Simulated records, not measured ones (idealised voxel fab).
process module | voxel gate over fins
cross-section cut | 280 nm wide | cells 5 nm
A cross-section is a grid of square cells, given in bands from the top down. A band is one or more rows of cells.
Each band's line starts with the height of the band's top and of its bottom, in nm. Then come its materials from left to right, each with its width in nm. One material with "throughout" fills the band from edge to edge. "air" is empty space.
Height 0 is the level under which the wafer as received is all one material. The lowest band goes on downwards, as in "0 down".
A width such as "30 to 40" changes by the same amount from each row of cells to the next, from the band's top row to its bottom row.
"no change" after a step means that no cell of the cross-section changed.
closed voids: empty space of 8 cells or more with no open way to the top, each as width x height at its distance from the left edge, in nm
after a step's settings: what the simulator itself notes on the step
overlay nm, on a step with a mask: how far to the right of its planned place the mask lay; to the left if negative
plan
1 op RECEIVE | material Si
2 op CONFORMAL_DEP | material SiN | thk nm 10
3 op MASKED_ETCH | tone cover | mask id FINS | width nm 15 | pitch nm 55 | etch materials SiN | depth nm 10 | overlay nm 0
4 op MASKED_ETCH | tone cover | mask id FINS | width nm 15 | pitch nm 55 | etch materials Si | depth nm 30 | overlay nm 0
5 op OXIDIZE | depth nm 5
6 op FILL_DEP | material SiO2 | thk nm 5
7 op CMP | height nm 10
8 op PATTERN | tone open | mask id RAIL | material resist | width nm 15 | thk nm 15 | overlay nm 0
9 op DIRECTIONAL_ETCH | etch materials SiO2 | depth nm 35
10 op STRIP | etch materials resist
11 op CONFORMAL_DEP | material TiN | thk nm 5
12 op FILL_DEP | material Ru | thk nm 10
13 op CMP | height nm 10
14 op SELECTIVE_ETCH | etch materials W Ru TiN | depth nm 25
15 op FILL_DEP | material SiO2 | thk nm 5
16 op CMP | height nm 10
17 op SELECTIVE_ETCH | etch materials SiO2 | depth nm 20
18 op STRIP | etch materials SiN
19 op CONFORMAL_DEP | material HfO2 | thk nm 5
20 op CONFORMAL_DEP | material TiN | thk nm 5
21 op FILL_DEP | material W | thk nm 10
22 op CMP | height nm 15
23 op CONFORMAL_DEP | material SiN | thk nm 5
first wafer, as planned
as received, after step 1
  0 down: Si throughout
  closed voids: none
after step 2
  10 to 0: SiN throughout
  below 0: unchanged
after step 3
  10 to 0: air 50 | SiN 15 | air 40 | SiN 15 | air 40 | SiN 15 | air 40 | SiN 15 | air 50
  below 0: unchanged
after step 4
  10 to 0: air 50 | SiN 15 | air 40 | SiN 15 | air 40 | SiN 15 | air 40 | SiN 15 | air 50
  0 to -30: air 50 | Si 15 | air 40 | Si 15 | air 40 | Si 15 | air 40 | Si 15 | air 50
  below -30: unchanged
after step 5
  10 to 0: air 50 | SiN 15 | air 40 | SiN 15 | air 40 | SiN 15 | air 40 | SiN 15 | air 50
  0 to -30: air 50 | SiO2 5 | Si 5 | SiO2 5 | air 40 | SiO2 5 | Si 5 | SiO2 5 | air 40 | SiO2 5 | Si 5 | SiO2 5 | air 40 | SiO2 5 | Si 5 | SiO2 5 | air 50
  -30 to -35: SiO2 55 | Si 5 | SiO2 50 | Si 5 | SiO2 50 | Si 5 | SiO2 50 | Si 5 | SiO2 55
  below -35: unchanged
after step 6
  15 to 10: SiO2 throughout
  10 to 0: SiO2 50 | SiN 15 | SiO2 40 | SiN 15 | SiO2 40 | SiN 15 | SiO2 40 | SiN 15 | SiO2 50
  0 to -35: SiO2 55 | Si 5 | SiO2 50 | Si 5 | SiO2 50 | Si 5 | SiO2 50 | Si 5 | SiO2 55
  below -35: unchanged
after step 7
  10 to 0: SiO2 50 | SiN 15 | SiO2 40 | SiN 15 | SiO2 40 | SiN 15 | SiO2 40 | SiN 15 | SiO2 50
  below 0: unchanged
after step 8
  25 to 10: resist 75 | air 15 | resist 190
  below 10: unchanged
after step 9
  25 to 10: resist 75 | air 15 | resist 190
  10 to 0: SiO2 50 | SiN 15 | SiO2 10 | air 15 | SiO2 15 | SiN 15 | SiO2 40 | SiN 15 | SiO2 40 | SiN 15 | SiO2 50
  0 to -25: SiO2 55 | Si 5 | SiO2 15 | air 15 | SiO2 20 | Si 5 | SiO2 50 | Si 5 | SiO2 50 | Si 5 | SiO2 55
  below -25: unchanged
after step 10
  10 to 0: SiO2 50 | SiN 15 | SiO2 10 | air 15 | SiO2 15 | SiN 15 | SiO2 40 | SiN 15 | SiO2 40 | SiN 15 | SiO2 50
  below 0: unchanged
after step 11
  15 to 10: TiN 80 | air 5 | TiN 195
  10 to 0: SiO2 50 | SiN 15 | SiO2 10 | TiN 5 | air 5 | TiN 5 | SiO2 15 | SiN 15 | SiO2 40 | SiN 15 | SiO2 40 | SiN 15 | SiO2 50
  0 to -20: SiO2 55 | Si 5 | SiO2 15 | TiN 5 | air 5 | TiN 5 | SiO2 20 | Si 5 | SiO2 50 | Si 5 | SiO2 50 | Si 5 | SiO2 55
  -20 to -25: SiO2 55 | Si 5 | SiO2 15 | TiN 15 | SiO2 20 | Si 5 | SiO2 50 | Si 5 | SiO2 50 | Si 5 | SiO2 55
  below -25: unchanged
after step 12
  25 to 15: Ru throughout
  15 to 10: TiN 80 | Ru 5 | TiN 195
  10 to 0: SiO2 50 | SiN 15 | SiO2 10 | TiN 5 | Ru 5 | TiN 5 | SiO2 15 | SiN 15 | SiO2 40 | SiN 15 | SiO2 40 | SiN 15 | SiO2 50
  0 to -20: SiO2 55 | Si 5 | SiO2 15 | TiN 5 | Ru 5 | TiN 5 | SiO2 20 | Si 5 | SiO2 50 | Si 5 | SiO2 50 | Si 5 | SiO2 55
  below -20: unchanged
after step 13
  10 to 0: SiO2 50 | SiN 15 | SiO2 10 | TiN 5 | Ru 5 | TiN 5 | SiO2 15 | SiN 15 | SiO2 40 | SiN 15 | SiO2 40 | SiN 15 | SiO2 50
  below 0: unchanged
after step 14
  10 to 0: SiO2 50 | SiN 15 | SiO2 10 | air 15 | SiO2 15 | SiN 15 | SiO2 40 | SiN 15 | SiO2 40 | SiN 15 | SiO2 50
  0 to -15: SiO2 55 | Si 5 | SiO2 15 | air 15 | SiO2 20 | Si 5 | SiO2 50 | Si 5 | SiO2 50 | Si 5 | SiO2 55
  below -15: unchanged
after step 15
  15 to 10: SiO2 throughout
  10 to 0: SiO2 50 | SiN 15 | SiO2 40 | SiN 15 | SiO2 40 | SiN 15 | SiO2 40 | SiN 15 | SiO2 50
  0 to -15: SiO2 55 | Si 5 | SiO2 50 | Si 5 | SiO2 50 | Si 5 | SiO2 50 | Si 5 | SiO2 55
  below -15: unchanged
after step 16
  10 to 0: SiO2 50 | SiN 15 | SiO2 40 | SiN 15 | SiO2 40 | SiN 15 | SiO2 40 | SiN 15 | SiO2 50
  below 0: unchanged
after step 17
  10 to 0: air 50 | SiN 15 | air 40 | SiN 15 | air 40 | SiN 15 | air 40 | SiN 15 | air 50
  0 to -10: air 55 | Si 5 | air 50 | Si 5 | air 50 | Si 5 | air 50 | Si 5 | air 55
  below -10: unchanged
after step 18
  0 to -10: air 55 | Si 5 | air 50 | Si 5 | air 50 | Si 5 | air 50 | Si 5 | air 55
  below -10: unchanged
after step 19
  5 to 0: air 50 | HfO2 15 | air 40 | HfO2 15 | air 40 | HfO2 15 | air 40 | HfO2 15 | air 50
  0 to -5: air 50 | HfO2 5 | Si 5 | HfO2 5 | air 40 | HfO2 5 | Si 5 | HfO2 5 | air 40 | HfO2 5 | Si 5 | HfO2 5 | air 40 | HfO2 5 | Si 5 | HfO2 5 | air 50
  -5 to -10: HfO2 55 | Si 5 | HfO2 50 | Si 5 | HfO2 50 | Si 5 | HfO2 50 | Si 5 | HfO2 55
  below -10: unchanged
after step 20
  10 to 5: air 45 | TiN 25 | air 30 | TiN 25 | air 30 | TiN 25 | air 30 | TiN 25 | air 45
  5 to 0: air 45 | TiN 5 | HfO2 15 | TiN 5 | air 30 | TiN 5 | HfO2 15 | TiN 5 | air 30 | TiN 5 | HfO2 15 | TiN 5 | air 30 | TiN 5 | HfO2 15 | TiN 5 | air 45
  0 to -5: TiN 50 | HfO2 5 | Si 5 | HfO2 5 | TiN 40 | HfO2 5 | Si 5 | HfO2 5 | TiN 40 | HfO2 5 | Si 5 | HfO2 5 | TiN 40 | HfO2 5 | Si 5 | HfO2 5 | TiN 50
  below -5: unchanged
after step 21
  20 to 10: W throughout
  10 to 5: W 45 | TiN 25 | W 30 | TiN 25 | W 30 | TiN 25 | W 30 | TiN 25 | W 45
  5 to 0: W 45 | TiN 5 | HfO2 15 | TiN 5 | W 30 | TiN 5 | HfO2 15 | TiN 5 | W 30 | TiN 5 | HfO2 15 | TiN 5 | W 30 | TiN 5 | HfO2 15 | TiN 5 | W 45
  below 0: unchanged
after step 22
  15 to 10: W throughout
  below 10: unchanged
after step 23
  20 to 15: SiN throughout
  below 15: unchanged
second wafer: like start, like plan, one mistake. Through step 7 it matches the first wafer
when step 8 should have ended
  25 to 10: resist 75 | air 20 | resist 185
  below 10: unchanged
when step 9 should have ended
  25 to 10: resist 75 | air 20 | resist 185
  10 to 0: SiO2 50 | SiN 15 | SiO2 10 | air 20 | SiO2 10 | SiN 15 | SiO2 40 | SiN 15 | SiO2 40 | SiN 15 | SiO2 50
  0 to -25: SiO2 55 | Si 5 | SiO2 15 | air 20 | SiO2 15 | Si 5 | SiO2 50 | Si 5 | SiO2 50 | Si 5 | SiO2 55
  below -25: unchanged
when step 10 should have ended
  10 to 0: SiO2 50 | SiN 15 | SiO2 10 | air 20 | SiO2 10 | SiN 15 | SiO2 40 | SiN 15 | SiO2 40 | SiN 15 | SiO2 50
  below 0: unchanged
when step 11 should have ended
  15 to 10: TiN 80 | air 10 | TiN 190
  10 to 0: SiO2 50 | SiN 15 | SiO2 10 | TiN 5 | air 10 | TiN 5 | SiO2 10 | SiN 15 | SiO2 40 | SiN 15 | SiO2 40 | SiN 15 | SiO2 50
  0 to -20: SiO2 55 | Si 5 | SiO2 15 | TiN 5 | air 10 | TiN 5 | SiO2 15 | Si 5 | SiO2 50 | Si 5 | SiO2 50 | Si 5 | SiO2 55
  -20 to -25: SiO2 55 | Si 5 | SiO2 15 | TiN 20 | SiO2 15 | Si 5 | SiO2 50 | Si 5 | SiO2 50 | Si 5 | SiO2 55
  below -25: unchanged
when step 12 should have ended
  25 to 15: Ru throughout
  15 to 10: TiN 80 | Ru 10 | TiN 190
  10 to 0: SiO2 50 | SiN 15 | SiO2 10 | TiN 5 | Ru 10 | TiN 5 | SiO2 10 | SiN 15 | SiO2 40 | SiN 15 | SiO2 40 | SiN 15 | SiO2 50
  0 to -20: SiO2 55 | Si 5 | SiO2 15 | TiN 5 | Ru 10 | TiN 5 | SiO2 15 | Si 5 | SiO2 50 | Si 5 | SiO2 50 | Si 5 | SiO2 55
  below -20: unchanged
when step 13 should have ended
  10 to 0: SiO2 50 | SiN 15 | SiO2 10 | TiN 5 | Ru 10 | TiN 5 | SiO2 10 | SiN 15 | SiO2 40 | SiN 15 | SiO2 40 | SiN 15 | SiO2 50
  below 0: unchanged
when step 14 should have ended
  10 to 0: SiO2 50 | SiN 15 | SiO2 10 | air 20 | SiO2 10 | SiN 15 | SiO2 40 | SiN 15 | SiO2 40 | SiN 15 | SiO2 50
  0 to -15: SiO2 55 | Si 5 | SiO2 15 | air 20 | SiO2 15 | Si 5 | SiO2 50 | Si 5 | SiO2 50 | Si 5 | SiO2 55
  below -15: unchanged
when step 15 should have ended
  15 to 10: SiO2 throughout
  10 to 0: SiO2 50 | SiN 15 | SiO2 40 | SiN 15 | SiO2 40 | SiN 15 | SiO2 40 | SiN 15 | SiO2 50
  0 to -15: SiO2 55 | Si 5 | SiO2 50 | Si 5 | SiO2 50 | Si 5 | SiO2 50 | Si 5 | SiO2 55
  below -15: unchanged
when step 16 should have ended
  10 to 0: SiO2 50 | SiN 15 | SiO2 40 | SiN 15 | SiO2 40 | SiN 15 | SiO2 40 | SiN 15 | SiO2 50
  below 0: unchanged
when step 17 should have ended
  10 to 0: air 50 | SiN 15 | air 40 | SiN 15 | air 40 | SiN 15 | air 40 | SiN 15 | air 50
  0 to -10: air 55 | Si 5 | air 50 | Si 5 | air 50 | Si 5 | air 50 | Si 5 | air 55
  below -10: unchanged
when step 18 should have ended
  0 to -10: air 55 | Si 5 | air 50 | Si 5 | air 50 | Si 5 | air 50 | Si 5 | air 55
  below -10: unchanged
when step 19 should have ended
  5 to 0: air 50 | HfO2 15 | air 40 | HfO2 15 | air 40 | HfO2 15 | air 40 | HfO2 15 | air 50
  0 to -5: air 50 | HfO2 5 | Si 5 | HfO2 5 | air 40 | HfO2 5 | Si 5 | HfO2 5 | air 40 | HfO2 5 | Si 5 | HfO2 5 | air 40 | HfO2 5 | Si 5 | HfO2 5 | air 50
  -5 to -10: HfO2 55 | Si 5 | HfO2 50 | Si 5 | HfO2 50 | Si 5 | HfO2 50 | Si 5 | HfO2 55
  below -10: unchanged
when step 20 should have ended
  10 to 5: air 45 | TiN 25 | air 30 | TiN 25 | air 30 | TiN 25 | air 30 | TiN 25 | air 45
  5 to 0: air 45 | TiN 5 | HfO2 15 | TiN 5 | air 30 | TiN 5 | HfO2 15 | TiN 5 | air 30 | TiN 5 | HfO2 15 | TiN 5 | air 30 | TiN 5 | HfO2 15 | TiN 5 | air 45
  0 to -5: TiN 50 | HfO2 5 | Si 5 | HfO2 5 | TiN 40 | HfO2 5 | Si 5 | HfO2 5 | TiN 40 | HfO2 5 | Si 5 | HfO2 5 | TiN 40 | HfO2 5 | Si 5 | HfO2 5 | TiN 50
  below -5: unchanged
when step 21 should have ended
  20 to 10: W throughout
  10 to 5: W 45 | TiN 25 | W 30 | TiN 25 | W 30 | TiN 25 | W 30 | TiN 25 | W 45
  5 to 0: W 45 | TiN 5 | HfO2 15 | TiN 5 | W 30 | TiN 5 | HfO2 15 | TiN 5 | W 30 | TiN 5 | HfO2 15 | TiN 5 | W 30 | TiN 5 | HfO2 15 | TiN 5 | W 45
  below 0: unchanged
when step 22 should have ended
  15 to 10: W throughout
  below 10: unchanged
when step 23 should have ended
  20 to 15: SiN throughout
  below 15: unchanged
what went wrong: step 8 ran as: op PATTERN | tone open | mask id RAIL | material resist | width nm 20 | thk nm 15 | overlay nm 0
at the end the second wafer has, in cells: 1 more of Ru | 2 fewer of SiO2 | 1 more of TiN
